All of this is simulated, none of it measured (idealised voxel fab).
process module | voxel spacer lines
cross-section cut | 195 nm wide | cells 5 nm
A cross-section is a grid of square cells, given in bands from the top down. A band is one or more rows of cells.
Each band's line starts with the height of the band's top and of its bottom, in nm. Then come its materials from left to right, each with its width in nm. One material with "throughout" fills the band from edge to edge. "air" is empty space.
Height 0 is the level under which the wafer as received is all one material. The lowest band goes on downwards, as in "0 down".
A width such as "30 to 40" changes by the same amount from each row of cells to the next, from the band's top row to its bottom row.
"no change" after a step means that no cell of the cross-section changed.
closed voids: empty space of 8 cells or more with no open way to the top, each as width x height at its distance from the left edge, in nm
after a step's settings: what the simulator itself notes on the step
overlay nm, on a step with a mask: how far to the right of its planned place the mask lay; to the left if negative
plan
1 op RECEIVE | material Si
2 op CONFORMAL_DEP | material Al2O3 | thk nm 10
3 op DIRECTIONAL_DEP | material W | thk nm 15
4 op DIRECTIONAL_DEP | material polySi | thk nm 25
5 op PATTERN | tone cover | mask id MANDREL | material resist | width nm 20 | pitch nm 60 | thk nm 30 | overlay nm 0
6 op DIRECTIONAL_ETCH | etch materials polySi | depth nm 25
7 op STRIP | etch materials resist
8 op CONFORMAL_DEP | material SiO2 | thk nm 10
9 op DIRECTIONAL_ETCH | etch materials SiO2 | depth nm 10
10 op STRIP | etch materials polySi
11 op DIRECTIONAL_ETCH | etch materials W | depth nm 15
12 op STRIP | etch materials SiO2
as received, after step 1
  0 down: Si throughout
  closed voids: none
first wafer at the end, as planned
  25 to 10: air 15 | W 10 | air 20 | W 10 | air 20 | W 10 | air 20 | W 10 | air 20 | W 10 | air 20 | W 10 | air 20
  10 to 0: Al2O3 throughout
  0 down: Si throughout
  closed voids: none
second wafer at the end: like start, like plan, one mistake
  15 to 0: air 15 | W 10 | air 20 | W 10 | air 20 | W 10 | air 20 | W 10 | air 20 | W 10 | air 20 | W 10 | air 20
  0 down: Si throughout
  closed voids: none
what went wrong: step 2 was left out
at the end the second wafer has, in cells: 78 fewer of Al2O3
